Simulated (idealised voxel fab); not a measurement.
The process module presented herein is designated voxel lift off.
Section shown: cut. Width: 225 nm. Cell size: 5 nm, square.
If you're reading a cross-section in this doc, picture square cells in a grid; it comes to you as bands, top ones listed first down to the bottom, and a band can be one or more rows of cells.
Top height, bottom height, nm. Materials left to right, width each, nm. Single material + "everywhere" = fills band edge to edge. "air" = empty.
Heights are measured from 0, the level below which the as-received wafer is all one material; the lowest band has no bottom and continues downward, written as in "z 0 and below".
The expression "30->40" gives the width at the extremes of the band, the first number at its top row of cells and the second at its bottom row, with the width changing by equal amounts from each row to the next in between.
"nothing was modified" for a step: no cell of the cross-section changed in that step.
Entry "Sealed internal cavities" = empty spaces >= 8 cells with no open way to the top; each as width x height at distance, distance from left edge, all nm.
On each step's line, the part that comes after the settings is the simulator's own comment on the step.
A step line may carry the setting "overlay nm", which, for steps involving a mask, states the distance by which the mask lay to the right of its intended position; negative values denote displacement to the left.
Steps in the process plan:
step 1: RECEIVE (material Si)
step 2: CONFORMAL_DEP (material SiO2; thk nm 10)
step 3: PATTERN (tone open; mask id LINES; material resist; width nm 20; pitch nm 50; thk nm 20; overlay nm 0)
step 4: DIRECTIONAL_DEP (material Ru; thk nm 5)
step 5: STRIP (etch materials resist)
step 6: CONFORMAL_DEP (material SiO2; thk nm 5)
First of two wafers: run as planned:
Step 1 complete: cross-section of the wafer as received:
    z 0 and below  Si everywhere
    Sealed internal cavities: none
Take a look at the wafer's cross-section after step 2:
    z 10 to 0  SiO2 everywhere
    Below 0, the layers are the same as they were.
Take a look at the wafer's cross-section after step 3:
    z 30 to 10  resist=75; air=20; resist=30; air=20; resist=80
    Below 10, the layers are the same as they were.
Take a look at the wafer's cross-section after step 4:
    z 35 to 30  Ru=75; air=20; Ru=30; air=20; Ru=80
    z 30 to 15  resist=75; air=20; resist=30; air=20; resist=80
    z 15 to 10  resist=75; Ru=20; resist=30; Ru=20; resist=80
    Below 10, the layers are the same as they were.
Take a look at the wafer's cross-section after step 5:
    z 15 to 10  air=75; Ru=20; air=30; Ru=20; air=80
    Below 10, the layers are the same as they were.
Take a look at the wafer's cross-section after step 6:
    z 20 to 15  air=70; SiO2=30; air=20; SiO2=30; air=75
    z 15 to 10  SiO2=75; Ru=20; SiO2=30; Ru=20; SiO2=80
    Below 10, the layers are the same as they were.
Wafer two of two - same starting point, same process plan, one mistake in execution; matches wafer one up to and including step 5:
Cross-sectional representation of the second wafer at the time designated in the plan for the completion of step 6: nothing was modified
What was the processing mistake? it should be noted that step 6 of the plan was omitted and was not performed
Final comparison by cell count, materials where the second wafer has more or fewer than the first: -49 SiO2
